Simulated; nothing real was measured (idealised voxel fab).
process module | voxel ribs on slabs
cross-section cut | 230 nm wide | cells 5 nm
Cross-section = grid of square cells, listed top down in bands; band = one or more rows. A band entry consists of two parts. The first gives the height of the band's top and the height of its bottom, in nm. The rest lists the band's materials from left to right, each with its width in nm. A single material labelled with the word "full width" fills the band from edge to edge, and the word "empty" marks empty space. Heights from 0 (as-received wafer is one material below). Bottom band endless downward, as "0 nm and below". Width: "30..40" (first number = top row, second number = bottom row, same change from row to row of cells). Step marked "remains unaltered"? Then no cell in the cross-section changed in it. In the "Closed void listing" entry, you get each enclosed empty space of 8 cells or more, one with no open way to the top, written width x height at distance, distance from the left edge, in nm. after a step's settings: what the simulator itself notes on the step. "overlay nm" denotes, for a step that has a mask, the displacement of the mask to the right of its planned place, with negative values corresponding to the left.
Set out below are the planned steps of the process
1) RECEIVE: material Si
2) DIRECTIONAL_DEP: material SiO2, thk nm 20
3) DIRECTIONAL_DEP: material polySi, thk nm 25
4) MASKED_ETCH: tone cover, mask id RIB, width nm 20, etch materials polySi, depth nm 20, overlay nm -15
5) DIRECTIONAL_DEP: material aC, thk nm 15
6) PATTERN: tone cover, mask id SLAB, material resist, width nm 70, thk nm 35, overlay nm 0
7) DIRECTIONAL_ETCH: etch materials aC, depth nm 15
8) STRIP: etch materials resist
9) DIRECTIONAL_ETCH: etch materials polySi, depth nm 5
10) STRIP: etch materials aC
11) FILL_DEP: material SiO2, thk nm 20
12) CMP: height nm 55
13) DIRECTIONAL_DEP: material W, thk nm 10
14) DIRECTIONAL_DEP: material aC, thk nm 10
15) PATTERN: tone cover, mask id HEATER, material resist, width nm 30, thk nm 30, overlay nm 0
16) DIRECTIONAL_ETCH: etch materials aC, depth nm 10
17) STRIP: etch materials resist
18) DIRECTIONAL_ETCH: etch materials W, depth nm 10
19) STRIP: etch materials aC
20) CONFORMAL_DEP: material SiO2, thk nm 5
For clarity, it should be stated that the wafers under discussion commence in an identical condition and differ with respect to the overlay nm of step 4, the plan indicating the value that the first wafer had.
The as-received cross-section of the first of several wafers corresponds to the state after step 1
	0 nm and below  Si full width
	Closed void listing: none
Each row below is a wafer at the end of the module, listing for every material the number of cells it has gained (+) or lost (-) since it was received, followed by its closed voids
overlay nm -15, +526 SiO2, +12 W, +30 polySi, Closed void listing: none
overlay nm -10, +526 SiO2, +12 W, +30 polySi, Closed void listing: none
overlay nm -5, +526 SiO2, +12 W, +30 polySi, Closed void listing: none
overlay nm 0, +526 SiO2, +12 W, +30 polySi, Closed void listing: none
overlay nm 5, +526 SiO2, +12 W, +30 polySi, Closed void listing: none
overlay nm 10, +526 SiO2, +12 W, +30 polySi, Closed void listing: none
overlay nm 15, +526 SiO2, +12 W, +30 polySi, Closed void listing: none
